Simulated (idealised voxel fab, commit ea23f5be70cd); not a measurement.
You're looking at the process module voxel released beams.
Xsec cut, 155 nm wide, square cell size 5 nm.
Cross-section format: a grid of square cells, given as bands from top to bottom; each band is one or more rows of cells. Basically the band line says how high the top is and how high the bottom is, in nm, and then what's in it from left to right, every material with its width in nm. Empty space shows up as "blank", and if a single material carries "all across" it runs the full band edge to edge. Heights are measured from 0, the level below which the as-received wafer is all one material; the lowest band has no bottom and continues downward, written as in "0 -> down". Think of "30..40" as a width that walks from the first number to the second as you go down the band, top row to bottom row, taking equal-sized steps from row to row. Step marked "remained unchanged"? Then no cell in the cross-section changed in it. Basically, "Listed closed voids" tells you about the enclosed voids: empty spaces with no open way to the top, 8 cells or bigger, each written width x height at distance, where distance is from the left edge, all in nm. Post-settings text on a step line: simulator's own remark regarding the step. Among the settings permitted on a step's line is "overlay nm"; applied to a step with a mask, it specifies the extent to which the mask lay to the right of its planned position, whereas a negative figure signifies a position to the left.
-- So here's the lineup of process steps we planned
1,RECEIVE (material Si)
2,CONFORMAL_DEP (material SiN; thk nm 10)
3,DIRECTIONAL_DEP (material SiO2; thk nm 20)
4,MASKED_ETCH (tone open; mask id ANCHOR; width nm 45; etch materials SiO2; depth nm 20; overlay nm -15)
5,CONFORMAL_DEP (material polySi; thk nm 15)
6,PATTERN (tone cover; mask id BEAM; material resist; width nm 100; thk nm 15; overlay nm 0)
7,DIRECTIONAL_ETCH (etch materials polySi; depth nm 15)
8,STRIP (etch materials resist)
9,STRIP (etch materials SiO2)
Don't read the plan's overlay nm for step 4 as applying to every wafer: that's the first wafer's value, and the wafers differ in it, though they all start identical.
-- The first of several wafers as received, shown in cross-section; this is its state after step 1
> 0 -> down | Si all across
> Listed closed voids: none
-- Wafer rows, end of module: cells per material gained (+) or lost (-) since receipt; closed voids last
overlay nm -15, +62 SiN, +84 polySi, Listed closed voids: none
overlay nm -10, +62 SiN, +84 polySi, Listed closed voids: none
overlay nm -5, +62 SiN, +84 polySi, Listed closed voids: none
overlay nm 0, +62 SiN, +84 polySi, Listed closed voids: none
overlay nm 5, +62 SiN, +84 polySi, Listed closed voids: none
overlay nm 10, +62 SiN, +84 polySi, Listed closed voids: none
overlay nm 15, +62 SiN, +84 polySi, Listed closed voids: none
